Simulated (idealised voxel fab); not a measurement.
process module | voxel capacitor over wiring
cross-section cut | 280 nm wide | cells 5 nm
A cross-section is a grid of square cells, given in bands from the top down. A band is one or more rows of cells.
Each band's line starts with the height of the band's top and of its bottom, in nm. Then come its materials from left to right, each with its width in nm. One material with "throughout" fills the band from edge to edge. "air" is empty space.
Height 0 is the level under which the wafer as received is all one material. The lowest band goes on downwards, as in "0 down".
A width such as "30 to 40" changes by the same amount from each row of cells to the next, from the band's top row to its bottom row.
"no change" after a step means that no cell of the cross-section changed.
closed voids: empty space of 8 cells or more with no open way to the top, each as width x height at its distance from the left edge, in nm
after a step's settings: what the simulator itself notes on the step
overlay nm, on a step with a mask: how far to the right of its planned place the mask lay; to the left if negative
plan
1 op RECEIVE | material Si
2 op CONFORMAL_DEP | material SiO2 | thk nm 15
3 op CONFORMAL_DEP | material SiCN | thk nm 5
4 op DIRECTIONAL_DEP | material lowk | thk nm 15
5 op MASKED_ETCH | tone open | mask id METAL_1 | width nm 25 | pitch nm 90 | etch materials lowk | depth nm 15 | overlay nm 0
6 op MASKED_ETCH | tone open | mask id METAL_1 | width nm 25 | pitch nm 90 | etch materials SiCN | depth nm 5 | overlay nm 0
7 op CONFORMAL_DEP | material TiN | thk nm 5
8 op FILL_DEP | material Cu | thk nm 5
9 op CMP | height nm 35
10 op CONFORMAL_DEP | material SiCN | thk nm 5
11 op DIRECTIONAL_DEP | material SiO2 | thk nm 20
12 op MASKED_ETCH | tone open | mask id PLUG_1 | width nm 15 | etch materials SiO2 | depth nm 20 | overlay nm 0
13 op MASKED_ETCH | tone open | mask id PLUG_1 | width nm 15 | etch materials SiCN | depth nm 5 | overlay nm 0
14 op EPI | material Ru | thk nm 10
15 op EPI | material Ru | thk nm 10
16 op EPI | material Ru | thk nm 5
17 op DIRECTIONAL_DEP | material TiN | thk nm 10
18 op DIRECTIONAL_DEP | material Al2O3 | thk nm 5
19 op DIRECTIONAL_DEP | material TiN | thk nm 5
20 op PATTERN | tone cover | mask id UPPER_PLATE | material resist | width nm 70 | thk nm 15 | overlay nm 0
21 op DIRECTIONAL_ETCH | etch materials TiN | depth nm 5
22 op DIRECTIONAL_ETCH | etch materials Al2O3 | depth nm 5
23 op STRIP | etch materials resist
24 op MASKED_ETCH | tone cover | mask id LOWER_PLATE | width nm 80 | etch materials TiN | depth nm 10 | overlay nm 0
25 op FILL_DEP | material SiO2 | thk nm 20
26 op CMP | height nm 95
27 op PATTERN | tone open | mask id PLUG_2 | material resist | width nm 15 | thk nm 20 | overlay nm 0
28 op DIRECTIONAL_ETCH | etch materials SiO2 | depth nm 15
29 op STRIP | etch materials resist
30 op CONFORMAL_DEP | material TiN | thk nm 5
31 op FILL_DEP | material W | thk nm 10
32 op CMP | height nm 95
33 op CONFORMAL_DEP | material SiCN | thk nm 5
first wafer, as planned
as received, after step 1
  0 down: Si throughout
  closed voids: none
after step 2
  15 to 0: SiO2 throughout
  below 0: unchanged
after step 3
  20 to 15: SiCN throughout
  below 15: unchanged
after step 4
  35 to 20: lowk throughout
  below 20: unchanged
after step 5
  35 to 20: lowk 80 | air 25 | lowk 65 | air 25 | lowk 85
  below 20: unchanged
after step 6
  35 to 20: lowk 80 | air 25 | lowk 65 | air 25 | lowk 85
  20 to 15: SiCN 80 | air 25 | SiCN 65 | air 25 | SiCN 85
  below 15: unchanged
after step 7
  40 to 35: TiN 85 | air 15 | TiN 75 | air 15 | TiN 90
  35 to 20: lowk 80 | TiN 5 | air 15 | TiN 5 | lowk 65 | TiN 5 | air 15 | TiN 5 | lowk 85
  20 to 15: SiCN 80 | TiN 25 | SiCN 65 | TiN 25 | SiCN 85
  below 15: unchanged
after step 8
  45 to 40: Cu throughout
  40 to 35: TiN 85 | Cu 15 | TiN 75 | Cu 15 | TiN 90
  35 to 20: lowk 80 | TiN 5 | Cu 15 | TiN 5 | lowk 65 | TiN 5 | Cu 15 | TiN 5 | lowk 85
  below 20: unchanged
after step 9
  35 to 20: lowk 80 | TiN 5 | Cu 15 | TiN 5 | lowk 65 | TiN 5 | Cu 15 | TiN 5 | lowk 85
  below 20: unchanged
after step 10
  40 to 35: SiCN throughout
  below 35: unchanged
after step 11
  60 to 40: SiO2 throughout
  below 40: unchanged
after step 12
  60 to 40: SiO2 90 | air 15 | SiO2 175
  below 40: unchanged
after step 13
  60 to 40: SiO2 90 | air 15 | SiO2 175
  40 to 35: SiCN 90 | air 15 | SiCN 175
  below 35: unchanged
after step 14
  60 to 45: SiO2 90 | air 15 | SiO2 175
  45 to 40: SiO2 90 | Ru 15 | SiO2 175
  40 to 35: SiCN 90 | Ru 15 | SiCN 175
  below 35: unchanged
after step 15
  60 to 55: SiO2 90 | air 15 | SiO2 175
  55 to 40: SiO2 90 | Ru 15 | SiO2 175
  below 40: unchanged
after step 16
  60 to 40: SiO2 90 | Ru 15 | SiO2 175
  below 40: unchanged
after step 17
  70 to 60: TiN throughout
  below 60: unchanged
after step 18
  75 to 70: Al2O3 throughout
  below 70: unchanged
after step 19
  80 to 75: TiN throughout
  below 75: unchanged
after step 20
  95 to 80: air 90 | resist 70 | air 120
  below 80: unchanged
after step 21
  95 to 80: air 90 | resist 70 | air 120
  80 to 75: air 90 | TiN 70 | air 120
  below 75: unchanged
after step 22
  95 to 80: air 90 | resist 70 | air 120
  80 to 75: air 90 | TiN 70 | air 120
  75 to 70: air 90 | Al2O3 70 | air 120
  below 70: unchanged
after step 23
  80 to 75: air 90 | TiN 70 | air 120
  below 75: unchanged
after step 24
  80 to 75: air 90 | TiN 70 | air 120
  75 to 70: air 90 | Al2O3 70 | air 120
  70 to 60: air 85 | TiN 80 | air 115
  below 60: unchanged
after step 25
  100 to 80: SiO2 throughout
  80 to 75: SiO2 90 | TiN 70 | SiO2 120
  75 to 70: SiO2 90 | Al2O3 70 | SiO2 120
  70 to 60: SiO2 85 | TiN 80 | SiO2 115
  below 60: unchanged
after step 26
  95 to 80: SiO2 throughout
  below 80: unchanged
after step 27
  115 to 95: resist 100 | air 15 | resist 165
  below 95: unchanged
after step 28
  115 to 95: resist 100 | air 15 | resist 165
  95 to 80: SiO2 100 | air 15 | SiO2 165
  below 80: unchanged
after step 29
  95 to 80: SiO2 100 | air 15 | SiO2 165
  below 80: unchanged
after step 30
  100 to 95: TiN 105 | air 5 | TiN 170
  95 to 85: SiO2 100 | TiN 5 | air 5 | TiN 5 | SiO2 165
  85 to 75: SiO2 100 to 90 | TiN 15 to 70 | SiO2 165 to 120
  below 75: unchanged
after step 31
  110 to 100: W throughout
  100 to 95: TiN 105 | W 5 | TiN 170
  95 to 85: SiO2 100 | TiN 5 | W 5 | TiN 5 | SiO2 165
  below 85: unchanged
after step 32
  95 to 85: SiO2 100 | TiN 5 | W 5 | TiN 5 | SiO2 165
  below 85: unchanged
after step 33
  100 to 95: SiCN throughout
  below 95: unchanged
second wafer: like start, like plan, one mistake. Through step 2 it matches the first wafer
when step 3 should have ended
  30 to 15: SiCN throughout
  below 15: unchanged
when step 4 should have ended
  45 to 30: lowk throughout
  below 30: unchanged
when step 5 should have ended
  45 to 30: lowk 80 | air 25 | lowk 65 | air 25 | lowk 85
  below 30: unchanged
when step 6 should have ended
  45 to 30: lowk 80 | air 25 | lowk 65 | air 25 | lowk 85
  30 to 25: SiCN 80 | air 25 | SiCN 65 | air 25 | SiCN 85
  below 25: unchanged
when step 7 should have ended
  50 to 45: TiN 85 | air 15 | TiN 75 | air 15 | TiN 90
  45 to 30: lowk 80 | TiN 5 | air 15 | TiN 5 | lowk 65 | TiN 5 | air 15 | TiN 5 | lowk 85
  30 to 25: SiCN 80 | TiN 25 | SiCN 65 | TiN 25 | SiCN 85
  below 25: unchanged
when step 8 should have ended
  55 to 50: Cu throughout
  50 to 45: TiN 85 | Cu 15 | TiN 75 | Cu 15 | TiN 90
  45 to 30: lowk 80 | TiN 5 | Cu 15 | TiN 5 | lowk 65 | TiN 5 | Cu 15 | TiN 5 | lowk 85
  below 30: unchanged
when step 9 should have ended
  35 to 30: lowk 80 | TiN 5 | Cu 15 | TiN 5 | lowk 65 | TiN 5 | Cu 15 | TiN 5 | lowk 85
  below 30: unchanged
when step 10 should have ended
  40 to 35: SiCN throughout
  below 35: unchanged
when step 11 should have ended
  60 to 40: SiO2 throughout
  below 40: unchanged
when step 12 should have ended
  60 to 40: SiO2 90 | air 15 | SiO2 175
  below 40: unchanged
when step 13 should have ended
  60 to 40: SiO2 90 | air 15 | SiO2 175
  40 to 35: SiCN 90 | air 15 | SiCN 175
  below 35: unchanged
when step 14 should have ended
  60 to 45: SiO2 90 | air 15 | SiO2 175
  45 to 40: SiO2 90 | Ru 15 | SiO2 175
  40 to 35: SiCN 90 | Ru 15 | SiCN 175
  below 35: unchanged
when step 15 should have ended
  60 to 55: SiO2 90 | air 15 | SiO2 175
  55 to 40: SiO2 90 | Ru 15 | SiO2 175
  below 40: unchanged
when step 16 should have ended
  60 to 40: SiO2 90 | Ru 15 | SiO2 175
  below 40: unchanged
when step 17 should have ended
  70 to 60: TiN throughout
  below 60: unchanged
when step 18 should have ended
  75 to 70: Al2O3 throughout
  below 70: unchanged
when step 19 should have ended
  80 to 75: TiN throughout
  below 75: unchanged
when step 20 should have ended
  95 to 80: air 90 | resist 70 | air 120
  below 80: unchanged
when step 21 should have ended
  95 to 80: air 90 | resist 70 | air 120
  80 to 75: air 90 | TiN 70 | air 120
  below 75: unchanged
when step 22 should have ended
  95 to 80: air 90 | resist 70 | air 120
  80 to 75: air 90 | TiN 70 | air 120
  75 to 70: air 90 | Al2O3 70 | air 120
  below 70: unchanged
when step 23 should have ended
  80 to 75: air 90 | TiN 70 | air 120
  below 75: unchanged
when step 24 should have ended
  80 to 75: air 90 | TiN 70 | air 120
  75 to 70: air 90 | Al2O3 70 | air 120
  70 to 60: air 85 | TiN 80 | air 115
  below 60: unchanged
when step 25 should have ended
  100 to 80: SiO2 throughout
  80 to 75: SiO2 90 | TiN 70 | SiO2 120
  75 to 70: SiO2 90 | Al2O3 70 | SiO2 120
  70 to 60: SiO2 85 | TiN 80 | SiO2 115
  below 60: unchanged
when step 26 should have ended
  95 to 80: SiO2 throughout
  below 80: unchanged
when step 27 should have ended
  115 to 95: resist 100 | air 15 | resist 165
  below 95: unchanged
when step 28 should have ended
  115 to 95: resist 100 | air 15 | resist 165
  95 to 80: SiO2 100 | air 15 | SiO2 165
  below 80: unchanged
when step 29 should have ended
  95 to 80: SiO2 100 | air 15 | SiO2 165
  below 80: unchanged
when step 30 should have ended
  100 to 95: TiN 105 | air 5 | TiN 170
  95 to 85: SiO2 100 | TiN 5 | air 5 | TiN 5 | SiO2 165
  85 to 75: SiO2 100 to 90 | TiN 15 to 70 | SiO2 165 to 120
  below 75: unchanged
when step 31 should have ended
  110 to 100: W throughout
  100 to 95: TiN 105 | W 5 | TiN 170
  95 to 85: SiO2 100 | TiN 5 | W 5 | TiN 5 | SiO2 165
  below 85: unchanged
when step 32 should have ended
  95 to 85: SiO2 100 | TiN 5 | W 5 | TiN 5 | SiO2 165
  below 85: unchanged
when step 33 should have ended
  100 to 95: SiCN throughout
  below 95: unchanged
what went wrong: step 3 ran as: op CONFORMAL_DEP | material SiCN | thk nm 15
at the end the second wafer has, in cells: 12 fewer of Cu | 112 more of SiCN | 8 fewer of TiN | 92 fewer of lowk
